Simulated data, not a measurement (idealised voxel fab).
process module | voxel self aligned contacts
cross-section cut | 215 nm wide | cells 5 nm
A cross-section is a grid of square cells, given in bands from the top down. A band is one or more rows of cells.
Each band's line starts with the height of the band's top and of its bottom, in nm. Then come its materials from left to right, each with its width in nm. One material with "throughout" fills the band from edge to edge. "air" is empty space.
Height 0 is the level under which the wafer as received is all one material. The lowest band goes on downwards, as in "0 down".
A width such as "30 to 40" changes by the same amount from each row of cells to the next, from the band's top row to its bottom row.
"no change" after a step means that no cell of the cross-section changed.
closed voids: empty space of 8 cells or more with no open way to the top, each as width x height at its distance from the left edge, in nm
after a step's settings: what the simulator itself notes on the step
overlay nm, on a step with a mask: how far to the right of its planned place the mask lay; to the left if negative
plan
1 op RECEIVE | material Si
2 op OXIDIZE | depth nm 5
3 op DIRECTIONAL_DEP | material polySi | thk nm 20
4 op DIRECTIONAL_DEP | material SiN | thk nm 20
5 op MASKED_ETCH | tone cover | mask id GATE | width nm 30 | pitch nm 55 | etch materials SiN | depth nm 20 | overlay nm 0
6 op MASKED_ETCH | tone cover | mask id GATE | width nm 30 | pitch nm 55 | etch materials polySi | depth nm 20 | overlay nm 0
7 op CONFORMAL_DEP | material SiN | thk nm 5
8 op DIRECTIONAL_ETCH | etch materials SiN | depth nm 5
9 op FILL_DEP | material SiO2 | thk nm 15
10 op CMP | height nm 50
11 op MASKED_ETCH | tone open | mask id CONTACT | width nm 35 | etch materials SiO2 | depth nm 55 | overlay nm 0
12 op CONFORMAL_DEP | material TiN | thk nm 5
13 op FILL_DEP | material Ru | thk nm 10
14 op CMP | height nm 50
15 op CONFORMAL_DEP | material SiCN | thk nm 5
as received, after step 1
  0 down: Si throughout
  closed voids: none
a wafer at the end: this start, this plan, one mistake
  55 to 50: SiCN throughout
  50 to 40: SiO2 95 | TiN 5 to 10 | Ru 20 to 5 | TiN 5 to 15 | SiO2 90
  40 to 20: SiO2 60 | SiN 40 | TiN 5 | Ru 5 | TiN 5 | SiN 40 | SiO2 60
  20 to 0: SiO2 60 | SiN 5 | polySi 30 | SiN 5 | TiN 5 | Ru 5 | TiN 5 | SiN 5 | polySi 30 | SiN 5 | SiO2 60
  0 to -5: SiO2 100 | TiN 15 | SiO2 100
  -5 down: Si throughout
  closed voids: none
what went wrong: step 11 ran as: op MASKED_ETCH | tone open | mask id CONTACT | width nm 30 | etch materials SiO2 | depth nm 55 | overlay nm 0
